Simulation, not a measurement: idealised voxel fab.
Herein follows the process module entitled voxel tone inversion.
We display cut, a cross-section 260 nm in width whose square cells are each 5 nm.
Format of a cross-section: grid, square cells. Given as bands. Order: top down. Band: one or more rows of cells.
Per band: top height and bottom height in nm, followed by the left-to-right materials and their widths in nm; "edge to edge" marks a single material spanning edge to edge, "empty" marks empty space.
Height datum 0, below which the as-received substrate wafer is one material. Lowest band open at the bottom, running downward: "top 0, no bottom".
Width spec "30->40" -> top row of cells at first value, bottom row at second value, equal per-row change in between.
"left unchanged" -> step changed no cross-section cell.
The entry "Internal closed voids" lists the empty spaces that cover at least 8 cells and have no open path to the top. Each is written as width x height at distance, where the distance is measured from the left edge and all three values are in nm.
Formally, on a step line, whatever follows the settings is a remark that the simulator itself makes on the step.
"overlay nm" on a masked step: distance the mask lay right of its planned place, negative for left.
### Steps in the process plan
1. RECEIVE,material Si
2. CONFORMAL_DEP,material SiCN,thk nm 10
3. DIRECTIONAL_DEP,material polySi,thk nm 25
4. PATTERN,tone cover,mask id POSTS,material resist,width nm 20,pitch nm 45,thk nm 30,overlay nm 0
5. DIRECTIONAL_ETCH,etch materials polySi,depth nm 25
6. STRIP,etch materials resist
7. FILL_DEP,material lowk,thk nm 10
8. CMP,height nm 35
9. STRIP,etch materials polySi
### Wafer as received: cross-section following step 1
  top 0, no bottom = Si edge to edge
  Internal closed voids: none
### Post-module cross-section: identical start and plan to those above, one misstep in execution
  top 35, bottom 10 = SiCN=50  empty=20  SiCN=25  empty=20  SiCN=25  empty=20  SiCN=25  empty=20  SiCN=55
  top 10, bottom 0 = SiCN edge to edge
  top 0, no bottom = Si edge to edge
  Internal closed voids: none
Deviation noted in wafer processing: step 7 deviated from plan and actually ran as FILL_DEP,material SiCN,thk nm 10
